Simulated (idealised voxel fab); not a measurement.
process module | voxel lift off
cross-section cut | 295 nm wide | cells 5 nm
A cross-section is a grid of square cells, given in bands from the top down. A band is one or more rows of cells.
Each band's line starts with the height of the band's top and of its bottom, in nm. Then come its materials from left to right, each with its width in nm. One material with "throughout" fills the band from edge to edge. "air" is empty space.
Height 0 is the level under which the wafer as received is all one material. The lowest band goes on downwards, as in "0 down".
A width such as "30 to 40" changes by the same amount from each row of cells to the next, from the band's top row to its bottom row.
"no change" after a step means that no cell of the cross-section changed.
closed voids: empty space of 8 cells or more with no open way to the top, each as width x height at its distance from the left edge, in nm
after a step's settings: what the simulator itself notes on the step
overlay nm, on a step with a mask: how far to the right of its planned place the mask lay; to the left if negative
plan
1 op RECEIVE | material Si
2 op CONFORMAL_DEP | material SiO2 | thk nm 5
3 op PATTERN | tone open | mask id LINES | material resist | width nm 20 | pitch nm 40 | thk nm 30 | overlay nm 0
4 op DIRECTIONAL_DEP | material Ru | thk nm 15
5 op STRIP | etch materials resist
6 op CONFORMAL_DEP | material SiN | thk nm 5
as received, after step 1
  0 down: Si throughout
  closed voids: none
a wafer at the end: this start, this plan, one mistake
  25 to 20: air 115 | SiN 25 | air 15 | SiN 25 | air 115
  20 to 10: air 115 | SiN 5 | Ru 15 | SiN 5 | air 15 | SiN 5 | Ru 15 | SiN 5 | air 115
  10 to 5: SiN 120 | Ru 15 | SiN 25 | Ru 15 | SiN 120
  5 to 0: SiO2 throughout
  0 down: Si throughout
  closed voids: none
what went wrong: step 3 ran as: op PATTERN | tone open | mask id LINES | material resist | width nm 15 | pitch nm 40 | thk nm 30 | overlay nm 0
